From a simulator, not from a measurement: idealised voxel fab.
This section sets out a process module, namely voxel local oxidation.
Section shown: cut. Width: 275 nm. Cell size: 5 nm, square.
Square cells in a grid make up a cross-section in this document, and the grid is given as bands, listed from the top down, each one or more rows of cells.
In this notation a band is specified by the heights of its top and bottom, in that order and in nm, after which its materials appear from left to right, each paired with its width in nm. The word "everywhere" attached to a single material means that material fills the band from edge to edge; the word "blank" stands for empty space.
Height reference: 0 = level under which incoming wafer is all one material. Lowest band: no bottom, runs on downward, e.g. "from 0 down".
Read "30 to 40" as a graded width: first number on top, second number at the bottom, same change between each pair of neighbouring rows.
The cross-section has no changed cell in any step marked "no change".
In the "Completely enclosed voids" entry, you get each enclosed empty space of 8 cells or more, one with no open way to the top, written width x height at distance, distance from the left edge, in nm.
Anything after a step's settings on that line? It's the simulator's own note about the step.
"overlay nm" denotes, for a step that has a mask, the displacement of the mask to the right of its planned place, with negative values corresponding to the left.

### Process steps - plan
1,RECEIVE, material Si
2,OXIDIZE, depth nm 5
3,CONFORMAL_DEP, material SiN, thk nm 15
4,PATTERN, tone cover, mask id ACTIVE, material resist, width nm 115, thk nm 20, overlay nm 0
5,DIRECTIONAL_ETCH, etch materials SiN, depth nm 15
6,STRIP, etch materials resist
7,SELECTIVE_ETCH, etch materials SiO2, depth nm 5
8,OXIDIZE, depth nm 10
9,STRIP, etch materials SiN

### First of two wafers, with the run carried out as planned

### Cross-section of the incoming wafer, state after step 1
	from 0 down | Si everywhere
	Completely enclosed voids: none

### The wafer in cross-section once step 2 is complete
	from 0 to -5 | SiO2 everywhere
	Everything below -5 is unchanged.

### The wafer in cross-section once step 3 is complete
	from 15 to 0 | SiN everywhere
	Everything below 0 is unchanged.

### The wafer in cross-section once step 4 is complete
	from 35 to 15 | blank: 80  resist: 115  blank: 80
	Everything below 15 is unchanged.

### The wafer in cross-section once step 5 is complete
	from 35 to 15 | blank: 80  resist: 115  blank: 80
	from 15 to 0 | blank: 80  SiN: 115  blank: 80
	Everything below 0 is unchanged.

### The wafer in cross-section once step 6 is complete
	from 15 to 0 | blank: 80  SiN: 115  blank: 80
	Everything below 0 is unchanged.

### The wafer in cross-section once step 7 is complete
	from 15 to 0 | blank: 80  SiN: 115  blank: 80
	from 0 to -5 | blank: 85  SiO2: 105  blank: 85
	Everything below -5 is unchanged.

### The wafer in cross-section once step 8 is complete
	from 15 to 0 | blank: 80  SiN: 115  blank: 80
	from 0 to -5 | blank: 85  SiO2: 105  blank: 85
	from -5 to -15 | SiO2: 95  Si: 85  SiO2: 95
	Everything below -15 is unchanged.

### The wafer in cross-section once step 9 is complete
	from 0 to -5 | blank: 85  SiO2: 105  blank: 85
	Everything below -5 is unchanged.

### Second wafer. Start and plan as for the first. One mistake made in running. Agrees with the first up to and including step 5

### Second wafer, cut view, end of step 6 per plan
	from 15 to 0 | blank: 80  SiN: 115  blank: 80
	Everything below 0 is unchanged.

### Second wafer, cut view, end of step 7 per plan
	from 15 to 0 | blank: 80  SiN: 115  blank: 80
	from 0 to -5 | blank: 85  SiO2: 105  blank: 85
	Everything below -5 is unchanged.

### Second wafer, cut view, end of step 8 per plan
	from 15 to 0 | blank: 80  SiN: 115  blank: 80
	from 0 to -5 | blank: 85  SiO2: 105  blank: 85
	from -5 to -15 | SiO2: 95  Si: 85  SiO2: 95
	Everything below -15 is unchanged.

### Second wafer, cut view, end of step 9 per plan
	from 0 to -5 | blank: 85  SiO2: 105  blank: 85
	Everything below -5 is unchanged.
So what did we get wrong on this run? step 6 of the plan was carried out twice
The two wafers wind up with the same cross-section at the end, so whatever this model computes is the same despite the mistake.
